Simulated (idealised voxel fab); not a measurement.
Module name: voxel ribs on slabs (process module)
The figure presents cross-section cut, which has a width of 230 nm and is divided into square cells with an edge length of 5 nm.
Cross-section = grid of square cells, listed top down in bands; band = one or more rows. Look at the band entry: it leads with the top's height and the bottom's height in nm. Then it lists the materials left to right, with a width in nm for each. The word "all across" on a single material says that material fills the band edge to edge. The word "blank" is empty space. Zero point of the height axis is 0; under it, received wafer = one material. Lowest band: continues down indefinitely, "from 0 down". The notation "30 to 40" denotes a width that varies across the rows of cells in the band, beginning at the first number in the top row, finishing at the second number in the bottom row, and changing by an identical amount from each row to the next. Reading "remains unaltered" for a step: not a cell of the cross-section changed in it. "Enclosed void listing" enumerates empty spaces isolated from the top, with no open way to it, that contain at least 8 cells, giving each as width x height at distance from the left edge, all three in nm. Where a step's line continues beyond its settings, the continuation is a remark by the simulator itself on that step. overlay nm: right-of-plan distance of the mask on a masked step; negative values mean left-of-plan.

### Planned process steps
1. RECEIVE [material Si]
2. DIRECTIONAL_DEP [material SiO2] [thk nm 25]
3. DIRECTIONAL_DEP [material polySi] [thk nm 15]
4. PATTERN [tone cover] [mask id RIB] [material resist] [width nm 25] [thk nm 15] [overlay nm 0]
5. DIRECTIONAL_ETCH [etch materials polySi] [depth nm 10]
6. STRIP [etch materials resist]
7. DIRECTIONAL_DEP [material aC] [thk nm 15]
8. PATTERN [tone cover] [mask id SLAB] [material resist] [width nm 85] [thk nm 30] [overlay nm 0]
9. DIRECTIONAL_ETCH [etch materials aC] [depth nm 15]
10. STRIP [etch materials resist]
11. DIRECTIONAL_ETCH [etch materials polySi] [depth nm 5]
12. STRIP [etch materials aC]
13. FILL_DEP [material SiO2] [thk nm 20]
14. CMP [height nm 50]
15. DIRECTIONAL_DEP [material TiN] [thk nm 10]
16. PATTERN [tone cover] [mask id HEATER] [material resist] [width nm 35] [thk nm 15] [overlay nm 0]
17. DIRECTIONAL_ETCH [etch materials TiN] [depth nm 10]
18. STRIP [etch materials resist]
19. CONFORMAL_DEP [material SiN] [thk nm 10]

### First of the two wafers, run per plan

### Cross-section, incoming material, after step 1
	from 0 down: Si all across
	Enclosed void listing: none

### Upon completion of step 2, the wafer appears in cross-section as shown
	from 25 to 0: SiO2 all across
	All layers under 0 are left as they were.

### Upon completion of step 3, the wafer appears in cross-section as shown
	from 40 to 25: polySi all across
	All layers under 25 are left as they were.

### Upon completion of step 4, the wafer appears in cross-section as shown
	from 55 to 40: blank: 100 / resist: 25 / blank: 105
	All layers under 40 are left as they were.

### Upon completion of step 5, the wafer appears in cross-section as shown
	from 55 to 40: blank: 100 / resist: 25 / blank: 105
	from 40 to 30: blank: 100 / polySi: 25 / blank: 105
	All layers under 30 are left as they were.

### Upon completion of step 6, the wafer appears in cross-section as shown
	from 40 to 30: blank: 100 / polySi: 25 / blank: 105
	All layers under 30 are left as they were.

### Upon completion of step 7, the wafer appears in cross-section as shown
	from 55 to 45: blank: 100 / aC: 25 / blank: 105
	from 45 to 40: aC all across
	from 40 to 30: aC: 100 / polySi: 25 / aC: 105
	All layers under 30 are left as they were.

### Upon completion of step 8, the wafer appears in cross-section as shown
	from 85 to 55: blank: 70 / resist: 85 / blank: 75
	from 55 to 45: blank: 70 / resist: 30 / aC: 25 / resist: 30 / blank: 75
	All layers under 45 are left as they were.

### Upon completion of step 9, the wafer appears in cross-section as shown
	from 70 to 55: blank: 70 / resist: 85 / blank: 75
	from 55 to 45: blank: 70 / resist: 30 / aC: 25 / resist: 30 / blank: 75
	from 45 to 40: blank: 70 / aC: 85 / blank: 75
	from 40 to 30: blank: 70 / aC: 30 / polySi: 25 / aC: 30 / blank: 75
	All layers under 30 are left as they were.

### Upon completion of step 10, the wafer appears in cross-section as shown
	from 55 to 45: blank: 100 / aC: 25 / blank: 105
	All layers under 45 are left as they were.

### Upon completion of step 11, the wafer appears in cross-section as shown
	from 55 to 45: blank: 100 / aC: 25 / blank: 105
	from 45 to 40: blank: 70 / aC: 85 / blank: 75
	from 40 to 30: blank: 70 / aC: 30 / polySi: 25 / aC: 30 / blank: 75
	from 30 to 25: blank: 70 / polySi: 85 / blank: 75
	All layers under 25 are left as they were.

### Upon completion of step 12, the wafer appears in cross-section as shown
	from 40 to 30: blank: 100 / polySi: 25 / blank: 105
	All layers under 30 are left as they were.

### Upon completion of step 13, the wafer appears in cross-section as shown
	from 60 to 40: SiO2 all across
	from 40 to 30: SiO2: 100 / polySi: 25 / SiO2: 105
	from 30 to 25: SiO2: 70 / polySi: 85 / SiO2: 75
	All layers under 25 are left as they were.

### Upon completion of step 14, the wafer appears in cross-section as shown
	from 50 to 40: SiO2 all across
	All layers under 40 are left as they were.

### Upon completion of step 15, the wafer appears in cross-section as shown
	from 60 to 50: TiN all across
	All layers under 50 are left as they were.

### Upon completion of step 16, the wafer appears in cross-section as shown
	from 75 to 60: blank: 95 / resist: 35 / blank: 100
	All layers under 60 are left as they were.

### Upon completion of step 17, the wafer appears in cross-section as shown
	from 75 to 60: blank: 95 / resist: 35 / blank: 100
	from 60 to 50: blank: 95 / TiN: 35 / blank: 100
	All layers under 50 are left as they were.

### Upon completion of step 18, the wafer appears in cross-section as shown
	from 60 to 50: blank: 95 / TiN: 35 / blank: 100
	All layers under 50 are left as they were.

### Upon completion of step 19, the wafer appears in cross-section as shown
	from 70 to 60: blank: 85 / SiN: 55 / blank: 90
	from 60 to 50: SiN: 95 / TiN: 35 / SiN: 100
	All layers under 50 are left as they were.

### Wafer two of the pair: same origin, same plan, one error during the run; identical to wafer one up to and including step 5

### Here is the second wafer in cross-section at the point where step 6 of the plan should have been done
	from 70 to 55: blank: 100 / aC: 25 / blank: 105
	from 55 to 45: blank: 100 / resist: 25 / blank: 105
	from 45 to 40: aC: 100 / resist: 25 / aC: 105
	from 40 to 30: aC: 100 / polySi: 25 / aC: 105
	All layers under 30 are left as they were.

### Here is the second wafer in cross-section at the point where step 7 of the plan should have been done
	from 45 to 40: aC: 100 / blank: 25 / aC: 105
	All layers under 40 are left as they were.

### Here is the second wafer in cross-section at the point where step 8 of the plan should have been done
	from 75 to 45: blank: 70 / resist: 85 / blank: 75
	from 45 to 40: aC: 100 / resist: 25 / aC: 105
	All layers under 40 are left as they were.

### Here is the second wafer in cross-section at the point where step 9 of the plan should have been done
	from 60 to 45: blank: 70 / resist: 85 / blank: 75
	from 45 to 40: blank: 70 / aC: 30 / resist: 25 / aC: 30 / blank: 75
	from 40 to 30: blank: 70 / aC: 30 / polySi: 25 / aC: 30 / blank: 75
	All layers under 30 are left as they were.

### Here is the second wafer in cross-section at the point where step 10 of the plan should have been done
	from 45 to 40: blank: 70 / aC: 30 / blank: 25 / aC: 30 / blank: 75
	All layers under 40 are left as they were.

### Here is the second wafer in cross-section at the point where step 11 of the plan should have been done
	from 45 to 35: blank: 70 / aC: 30 / blank: 25 / aC: 30 / blank: 75
	from 35 to 30: blank: 70 / aC: 30 / polySi: 25 / aC: 30 / blank: 75
	from 30 to 25: blank: 70 / polySi: 85 / blank: 75
	All layers under 25 are left as they were.

### Here is the second wafer in cross-section at the point where step 12 of the plan should have been done
	from 35 to 25: blank: 100 to 70 / polySi: 25 to 85 / blank: 105 to 75
	All layers under 25 are left as they were.

### Here is the second wafer in cross-section at the point where step 13 of the plan should have been done
	from 55 to 35: SiO2 all across
	from 35 to 25: SiO2: 100 to 70 / polySi: 25 to 85 / SiO2: 105 to 75
	All layers under 25 are left as they were.

### Here is the second wafer in cross-section at the point where step 14 of the plan should have been done
	from 50 to 35: SiO2 all across
	All layers under 35 are left as they were.

### Here is the second wafer in cross-section at the point where step 15 of the plan should have been done
	from 60 to 50: TiN all across
	All layers under 50 are left as they were.

### Here is the second wafer in cross-section at the point where step 16 of the plan should have been done
	from 75 to 60: blank: 95 / resist: 35 / blank: 100
	All layers under 60 are left as they were.

### Here is the second wafer in cross-section at the point where step 17 of the plan should have been done
	from 75 to 60: blank: 95 / resist: 35 / blank: 100
	from 60 to 50: blank: 95 / TiN: 35 / blank: 100
	All layers under 50 are left as they were.

### Here is the second wafer in cross-section at the point where step 18 of the plan should have been done
	from 60 to 50: blank: 95 / TiN: 35 / blank: 100
	All layers under 50 are left as they were.

### Here is the second wafer in cross-section at the point where step 19 of the plan should have been done
	from 70 to 60: blank: 85 / SiN: 55 / blank: 90
	from 60 to 50: SiN: 95 / TiN: 35 / SiN: 100
	All layers under 50 are left as they were.
It is concluded that the wafer was processed incorrectly with respect to the plan, in that steps 6 and 7 swapped
Cell-count delta at end, second wafer over first, by material: SiO2: 5 more | polySi: 5 fewer
